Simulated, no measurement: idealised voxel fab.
This section sets out a process module, namely voxel transistor to metal.
The width of the displayed cross-section, cut, is 165 nm; its cells are square, with a size of 5 nm.
Just so we're on the same page, the cross-sections are grids of square cells, and they're listed out in bands top to bottom, each band one or more rows deep.
Band entry format. Leading values: height of top, height of bottom, nm. Remainder: materials in left-to-right order, each with its width in nm. Special words: "full width" on a single material, which then fills the band edge to edge; "air", empty space.
Heights from 0 (as-received wafer is one material below). Bottom band endless downward, as "0 down".
Width spec "30 to 40" -> top row of cells at first value, bottom row at second value, equal per-row change in between.
The cross-section has no changed cell in any step marked "no modification".
Enclosed voids (no open way to top), threshold 8 cells or more, entry "Enclosed void list", notation width x height at distance, distance from left edge, nm.
Note: text after step settings on the step line = simulator remark on that step.
overlay nm: how far to the right of its planned place the mask lay on this masked step (negative: to the left).
Note: before/after cross-section pairs follow, one process step per pair, after-side truncated at the lowest changed band, step and settings given beneath. Different runs of this module on the same starting wafer may supply the pairs; a pair continues the one above only where the "Before the process" entry says so.

### Before the process
> 70 to 55 = 35 nm resist  15 nm air  65 nm resist  15 nm air  35 nm resist
> 55 to 35 = 35 nm lowk  15 nm air  65 nm lowk  15 nm air  35 nm lowk
> 35 to 30 = 35 nm SiCN  15 nm air  65 nm SiCN  15 nm air  35 nm SiCN
> 30 to 15 = 35 nm SiO2  5 nm TiN  5 nm W  5 nm TiN  65 nm SiO2  5 nm TiN  5 nm W  5 nm TiN  35 nm SiO2
> 15 to 10 = 35 nm SiO2  5 nm TiN  5 nm W  5 nm TiN  10 nm SiO2  5 nm SiN  5 nm HfO2  5 nm TiN  15 nm W  5 nm TiN  5 nm HfO2  5 nm SiN  10 nm SiO2  5 nm TiN  5 nm W  5 nm TiN  35 nm SiO2
> 10 to 5 = 35 nm SiO2  5 nm TiN  5 nm W  5 nm TiN  10 nm SiO2  5 nm SiN  5 nm HfO2  25 nm TiN  5 nm HfO2  5 nm SiN  10 nm SiO2  5 nm TiN  5 nm W  5 nm TiN  35 nm SiO2
> 5 to 0 = 25 nm SiO2  5 nm SiN  5 nm SiO2  5 nm TiN  5 nm W  5 nm TiN  10 nm SiO2  45 nm HfO2  10 nm SiO2  5 nm TiN  5 nm W  5 nm TiN  5 nm SiO2  5 nm SiN  25 nm SiO2
> 0 to -5 = 25 nm SiO2  5 nm SiN  5 nm SiO2  5 nm TiN  5 nm W  5 nm TiN  65 nm SiO2  5 nm TiN  5 nm W  5 nm TiN  5 nm SiO2  5 nm SiN  25 nm SiO2
> -5 to -10 = 35 nm SiO2  15 nm TiN  65 nm SiO2  15 nm TiN  35 nm SiO2
> -10 to -25 = 20 nm pSi  125 nm SiO2  20 nm pSi
> -25 to -35 = 20 nm Si  125 nm SiO2  20 nm Si
> -35 down = Si full width
> Enclosed void list: none

### Step Outcome
> 55 to 35 = 35 nm lowk  15 nm air  65 nm lowk  15 nm air  35 nm lowk
> Heights below 35 show no change.
> Enclosed void list: none
For reference, the processing step occurring between the two cross-sections presented above is as follows: STRIP | etch materials resist

Before the process: Reference is made to the cross-section shown after the step in the pair directly above, which represents the state prior to this step.

### Step Outcome
> 60 to 55 = 40 nm TiN  5 nm air  75 nm TiN  5 nm air  40 nm TiN
> 55 to 35 = 35 nm lowk  5 nm TiN  5 nm air  5 nm TiN  65 nm lowk  5 nm TiN  5 nm air  5 nm TiN  35 nm lowk
> 35 to 30 = 35 nm SiCN  15 nm TiN  65 nm SiCN  15 nm TiN  35 nm SiCN
> Heights below 30 show no change.
> Enclosed void list: none
For reference, the processing step occurring between the two cross-sections presented above is as follows: CONFORMAL_DEP | material TiN | thk nm 5

Before the process: Reference is made to the cross-section shown after the step in the pair directly above, which represents the state prior to this step.

### Step Outcome
> 65 to 60 = Cu full width
> 60 to 55 = 40 nm TiN  5 nm Cu  75 nm TiN  5 nm Cu  40 nm TiN
> 55 to 35 = 35 nm lowk  5 nm TiN  5 nm Cu  5 nm TiN  65 nm lowk  5 nm TiN  5 nm Cu  5 nm TiN  35 nm lowk
> Heights below 35 show no change.
> Enclosed void list: none
For reference, the processing step occurring between the two cross-sections presented above is as follows: FILL_DEP | material Cu | thk nm 5

Before the process: Reference is made to the cross-section shown after the step in the pair directly above, which represents the state prior to this step.

### Step Outcome
> 55 to 35 = 35 nm lowk  5 nm TiN  5 nm Cu  5 nm TiN  65 nm lowk  5 nm TiN  5 nm Cu  5 nm TiN  35 nm lowk
> Heights below 35 show no change.
> Enclosed void list: none
For reference, the processing step occurring between the two cross-sections presented above is as follows: CMP | height nm 55

Before the process: Reference is made to the cross-section shown after the step in the pair directly above, which represents the state prior to this step.

### Step Outcome
> 60 to 55 = SiCN full width
> Heights below 55 show no change.
> Enclosed void list: none
For reference, the processing step occurring between the two cross-sections presented above is as follows: CONFORMAL_DEP | material SiCN | thk nm 5

Before the process: Reference is made to the cross-section shown after the step in the pair directly above, which represents the state prior to this step.

### Step Outcome
> 95 to 60 = SiO2 full width
> Heights below 60 show no change.
> Enclosed void list: none
For reference, the processing step occurring between the two cross-sections presented above is as follows: DIRECTIONAL_DEP | material SiO2 | thk nm 35

Before the process: Reference is made to the cross-section shown after the step in the pair directly above, which represents the state prior to this step.

### Step Outcome
> 115 to 95 = 35 nm resist  15 nm air  65 nm resist  15 nm air  35 nm resist
> Heights below 95 show no change.
> Enclosed void list: none
For reference, the processing step occurring between the two cross-sections presented above is as follows: PATTERN | tone open | mask id METAL_2 | material resist | width nm 15 | pitch nm 80 | thk nm 20 | overlay nm 0

Before the process: Reference is made to the cross-section shown after the step in the pair directly above, which represents the state prior to this step.

### Step Outcome
> 115 to 95 = 35 nm resist  15 nm air  65 nm resist  15 nm air  35 nm resist
> 95 to 75 = 35 nm SiO2  15 nm air  65 nm SiO2  15 nm air  35 nm SiO2
> Heights below 75 show no change.
> Enclosed void list: none
For reference, the processing step occurring between the two cross-sections presented above is as follows: DIRECTIONAL_ETCH | etch materials SiO2 | depth nm 20

Before the process: Reference is made to the cross-section shown after the step in the pair directly above, which represents the state prior to this step.

### Step Outcome
> 95 to 75 = 35 nm SiO2  15 nm air  65 nm SiO2  15 nm air  35 nm SiO2
> Heights below 75 show no change.
> Enclosed void list: none
For reference, the processing step occurring between the two cross-sections presented above is as follows: STRIP | etch materials resist

Before the process: Reference is made to the cross-section shown after the step in the pair directly above, which represents the state prior to this step.

### Step Outcome
> 95 to 60 = 35 nm SiO2  15 nm air  65 nm SiO2  15 nm air  35 nm SiO2
> Heights below 60 show no change.
> Enclosed void list: none
For reference, the processing step occurring between the two cross-sections presented above is as follows: MASKED_ETCH | tone open | mask id METAL_2_HOLES | width nm 15 | pitch nm 80 | etch materials SiO2 | depth nm 15 | overlay nm 0

Before the process: Reference is made to the cross-section shown after the step in the pair directly above, which represents the state prior to this step.

### Step Outcome
> 95 to 60 = 35 nm SiO2  15 nm air  65 nm SiO2  15 nm air  35 nm SiO2
> 60 to 55 = 35 nm SiCN  15 nm air  65 nm SiCN  15 nm air  35 nm SiCN
> Heights below 55 show no change.
> Enclosed void list: none
For reference, the processing step occurring between the two cross-sections presented above is as follows: MASKED_ETCH | tone open | mask id METAL_2_HOLES | width nm 15 | pitch nm 80 | etch materials SiCN | depth nm 5 | overlay nm 0

Before the process: Reference is made to the cross-section shown after the step in the pair directly above, which represents the state prior to this step.

### Step Outcome
> 100 to 95 = 40 nm TiN  5 nm air  75 nm TiN  5 nm air  40 nm TiN
> 95 to 60 = 35 nm SiO2  5 nm TiN  5 nm air  5 nm TiN  65 nm SiO2  5 nm TiN  5 nm air  5 nm TiN  35 nm SiO2
> 60 to 55 = 35 nm SiCN  15 nm TiN  65 nm SiCN  15 nm TiN  35 nm SiCN
> Heights below 55 show no change.
> Enclosed void list: none
For reference, the processing step occurring between the two cross-sections presented above is as follows: CONFORMAL_DEP | material TiN | thk nm 5

Before the process: Reference is made to the cross-section shown after the step in the pair directly above, which represents the state prior to this step.

### Step Outcome
> 110 to 100 = Ru full width
> 100 to 95 = 40 nm TiN  5 nm Ru  75 nm TiN  5 nm Ru  40 nm TiN
> 95 to 60 = 35 nm SiO2  5 nm TiN  5 nm Ru  5 nm TiN  65 nm SiO2  5 nm TiN  5 nm Ru  5 nm TiN  35 nm SiO2
> Heights below 60 show no change.
> Enclosed void list: none
For reference, the processing step occurring between the two cross-sections presented above is as follows: FILL_DEP | material Ru | thk nm 10

Before the process: Reference is made to the cross-section shown after the step in the pair directly above, which represents the state prior to this step.

### Step Outcome
> 95 to 60 = 35 nm SiO2  5 nm TiN  5 nm Ru  5 nm TiN  65 nm SiO2  5 nm TiN  5 nm Ru  5 nm TiN  35 nm SiO2
> Heights below 60 show no change.
> Enclosed void list: none
For reference, the processing step occurring between the two cross-sections presented above is as follows: CMP | height nm 95

Before the process: Reference is made to the cross-section shown after the step in the pair directly above, which represents the state prior to this step.

### Step Outcome
> 100 to 95 = SiCN full width
> Heights below 95 show no change.
> Enclosed void list: none
For reference, the processing step occurring between the two cross-sections presented above is as follows: CONFORMAL_DEP | material SiCN | thk nm 5
